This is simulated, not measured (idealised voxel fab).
The following process module bears the name voxel released beams.
We display cut, a cross-section 240 nm in width whose square cells are each 5 nm.
For the purposes of this document, a cross-section shall be understood as a grid of square cells, specified as bands listed in top-to-bottom order, each band consisting of one or more rows of cells.
Each band's line starts with the height of the band's top and of its bottom, in nm. Then come its materials from left to right, each with its width in nm. One material with "everywhere" fills the band from edge to edge. "blank" is empty space.
Heights from 0 (as-received wafer is one material below). Bottom band endless downward, as "0 and below".
With a width like "30 to 40", each row of cells in the band differs from the next by the same amount, the top row carrying the first number and the bottom row the second.
"stayed the same" for a step: no cell of the cross-section changed in that step.
The label "closed voids" introduces a list of the empty spaces, 8 cells or larger, that have no open way up to the top; each entry in it reads width x height at distance, where the distance is taken from the left edge and all three are stated in nm.
It should be noted that, on the line of a given step, the content following the step's settings is a remark produced by the simulator itself with respect to that step.
The "overlay nm" setting may appear on a step's line; for a step that uses a mask, it gives how far to the right of its planned position the mask lay, and a negative value indicates the left.

Below is the list of planned process steps
1. RECEIVE with material Si
2. CONFORMAL_DEP with material SiN, thk nm 5
3. DIRECTIONAL_DEP with material SiO2, thk nm 20
4. DIRECTIONAL_DEP with material aC, thk nm 10
5. PATTERN with tone open, mask id ANCHOR, material resist, width nm 40, thk nm 25, overlay nm 0
6. DIRECTIONAL_ETCH with etch materials aC, depth nm 10
7. STRIP with etch materials resist
8. DIRECTIONAL_ETCH with etch materials SiO2, depth nm 20
9. STRIP with etch materials aC
10. CONFORMAL_DEP with material polySi, thk nm 15
11. DIRECTIONAL_DEP with material aC, thk nm 10
12. PATTERN with tone cover, mask id BEAM, material resist, width nm 90, thk nm 30, overlay nm 0
13. DIRECTIONAL_ETCH with etch materials aC, depth nm 10
14. STRIP with etch materials resist
15. DIRECTIONAL_ETCH with etch materials polySi, depth nm 15
16. STRIP with etch materials aC
17. STRIP with etch materials SiO2

Concerning the first of two wafers, which was run in accordance with the plan

Shown in cross-section is the wafer as received, that is, as it stands after step 1
> 0 and below | Si everywhere
> closed voids: none

Step 2 done - wafer cross-section
> 5 down to 0 | SiN everywhere
> Below 0 it's all the same as before, nothing changed down there.

Step 3 done - wafer cross-section
> 25 down to 5 | SiO2 everywhere
> Below 5 it's all the same as before, nothing changed down there.

Step 4 done - wafer cross-section
> 35 down to 25 | aC everywhere
> Below 25 it's all the same as before, nothing changed down there.

Step 5 done - wafer cross-section
> 60 down to 35 | resist (75) / blank (40) / resist (125)
> Below 35 it's all the same as before, nothing changed down there.

Step 6 done - wafer cross-section
> 50 down to 35 | resist (75) / blank (40) / resist (125)
> 35 down to 25 | aC (75) / blank (40) / aC (125)
> Below 25 it's all the same as before, nothing changed down there.

Step 7 done - wafer cross-section
> 35 down to 25 | aC (75) / blank (40) / aC (125)
> Below 25 it's all the same as before, nothing changed down there.

Step 8 done - wafer cross-section
> 35 down to 25 | aC (75) / blank (40) / aC (125)
> 25 down to 5 | SiO2 (75) / blank (40) / SiO2 (125)
> Below 5 it's all the same as before, nothing changed down there.

Step 9 done - wafer cross-section
> 25 down to 5 | SiO2 (75) / blank (40) / SiO2 (125)
> Below 5 it's all the same as before, nothing changed down there.

Step 10 done - wafer cross-section
> 40 down to 25 | polySi (90) / blank (10) / polySi (140)
> 25 down to 20 | SiO2 (75) / polySi (15) / blank (10) / polySi (15) / SiO2 (125)
> 20 down to 5 | SiO2 (75) / polySi (40) / SiO2 (125)
> Below 5 it's all the same as before, nothing changed down there.

Step 11 done - wafer cross-section
> 50 down to 40 | aC (90) / blank (10) / aC (140)
> 40 down to 30 | polySi (90) / blank (10) / polySi (140)
> 30 down to 25 | polySi (90) / aC (10) / polySi (140)
> 25 down to 20 | SiO2 (75) / polySi (15) / aC (10) / polySi (15) / SiO2 (125)
> Below 20 it's all the same as before, nothing changed down there.

Step 12 done - wafer cross-section
> 80 down to 50 | blank (70) / resist (90) / blank (80)
> 50 down to 40 | aC (90) / resist (10) / aC (140)
> 40 down to 30 | polySi (90) / resist (10) / polySi (140)
> Below 30 it's all the same as before, nothing changed down there.

Step 13 done - wafer cross-section
> 70 down to 50 | blank (70) / resist (90) / blank (80)
> 50 down to 40 | blank (70) / aC (20) / resist (10) / aC (60) / blank (80)
> Below 40 it's all the same as before, nothing changed down there.

Step 14 done - wafer cross-section
> 50 down to 40 | blank (70) / aC (20) / blank (10) / aC (60) / blank (80)
> 40 down to 30 | polySi (90) / blank (10) / polySi (140)
> Below 30 it's all the same as before, nothing changed down there.

Step 15 done - wafer cross-section
> 50 down to 40 | blank (70) / aC (20) / blank (10) / aC (60) / blank (80)
> 40 down to 30 | blank (70) / polySi (20) / blank (10) / polySi (60) / blank (80)
> 30 down to 25 | blank (70) / polySi (20) / aC (10) / polySi (60) / blank (80)
> Below 25 it's all the same as before, nothing changed down there.

Step 16 done - wafer cross-section
> 40 down to 25 | blank (70) / polySi (20) / blank (10) / polySi (60) / blank (80)
> 25 down to 20 | SiO2 (75) / polySi (15) / blank (10) / polySi (15) / SiO2 (125)
> Below 20 it's all the same as before, nothing changed down there.

Step 17 done - wafer cross-section
> 40 down to 25 | blank (70) / polySi (20) / blank (10) / polySi (60) / blank (80)
> 25 down to 20 | blank (75) / polySi (15) / blank (10) / polySi (15) / blank (125)
> 20 down to 5 | blank (75) / polySi (40) / blank (125)
> Below 5 it's all the same as before, nothing changed down there.

Second wafer. Start and plan as for the first. One mistake made in running. Agrees with the first up to and including step 4

The second wafer in cross-section, at the planned close of step 5
> 60 down to 35 | resist (85) / blank (40) / resist (115)
> Below 35 it's all the same as before, nothing changed down there.

The second wafer in cross-section, at the planned close of step 6
> 50 down to 35 | resist (85) / blank (40) / resist (115)
> 35 down to 25 | aC (85) / blank (40) / aC (115)
> Below 25 it's all the same as before, nothing changed down there.

The second wafer in cross-section, at the planned close of step 7
> 35 down to 25 | aC (85) / blank (40) / aC (115)
> Below 25 it's all the same as before, nothing changed down there.

The second wafer in cross-section, at the planned close of step 8
> 35 down to 25 | aC (85) / blank (40) / aC (115)
> 25 down to 5 | SiO2 (85) / blank (40) / SiO2 (115)
> Below 5 it's all the same as before, nothing changed down there.

The second wafer in cross-section, at the planned close of step 9
> 25 down to 5 | SiO2 (85) / blank (40) / SiO2 (115)
> Below 5 it's all the same as before, nothing changed down there.

The second wafer in cross-section, at the planned close of step 10
> 40 down to 25 | polySi (100) / blank (10) / polySi (130)
> 25 down to 20 | SiO2 (85) / polySi (15) / blank (10) / polySi (15) / SiO2 (115)
> 20 down to 5 | SiO2 (85) / polySi (40) / SiO2 (115)
> Below 5 it's all the same as before, nothing changed down there.

The second wafer in cross-section, at the planned close of step 11
> 50 down to 40 | aC (100) / blank (10) / aC (130)
> 40 down to 30 | polySi (100) / blank (10) / polySi (130)
> 30 down to 25 | polySi (100) / aC (10) / polySi (130)
> 25 down to 20 | SiO2 (85) / polySi (15) / aC (10) / polySi (15) / SiO2 (115)
> Below 20 it's all the same as before, nothing changed down there.

The second wafer in cross-section, at the planned close of step 12
> 80 down to 50 | blank (70) / resist (90) / blank (80)
> 50 down to 40 | aC (100) / resist (10) / aC (130)
> 40 down to 30 | polySi (100) / resist (10) / polySi (130)
> Below 30 it's all the same as before, nothing changed down there.

The second wafer in cross-section, at the planned close of step 13
> 70 down to 50 | blank (70) / resist (90) / blank (80)
> 50 down to 40 | blank (70) / aC (30) / resist (10) / aC (50) / blank (80)
> Below 40 it's all the same as before, nothing changed down there.

The second wafer in cross-section, at the planned close of step 14
> 50 down to 40 | blank (70) / aC (30) / blank (10) / aC (50) / blank (80)
> 40 down to 30 | polySi (100) / blank (10) / polySi (130)
> Below 30 it's all the same as before, nothing changed down there.

The second wafer in cross-section, at the planned close of step 15
> 50 down to 40 | blank (70) / aC (30) / blank (10) / aC (50) / blank (80)
> 40 down to 30 | blank (70) / polySi (30) / blank (10) / polySi (50) / blank (80)
> 30 down to 25 | blank (70) / polySi (30) / aC (10) / polySi (50) / blank (80)
> Below 25 it's all the same as before, nothing changed down there.

The second wafer in cross-section, at the planned close of step 16
> 40 down to 25 | blank (70) / polySi (30) / blank (10) / polySi (50) / blank (80)
> 25 down to 20 | SiO2 (85) / polySi (15) / blank (10) / polySi (15) / SiO2 (115)
> Below 20 it's all the same as before, nothing changed down there.

The second wafer in cross-section, at the planned close of step 17
> 40 down to 25 | blank (70) / polySi (30) / blank (10) / polySi (50) / blank (80)
> 25 down to 20 | blank (85) / polySi (15) / blank (10) / polySi (15) / blank (115)
> 20 down to 5 | blank (85) / polySi (40) / blank (115)
> Below 5 it's all the same as before, nothing changed down there.
Here's what went sideways: step 5, actual vs plan mismatch, actual run PATTERN with tone open, mask id ANCHOR, material resist, width nm 40, thk nm 25, overlay nm 10
In the final comparison it is observed that the number of cells assigned to each material is identical for the two wafers, whereas their placement is not.
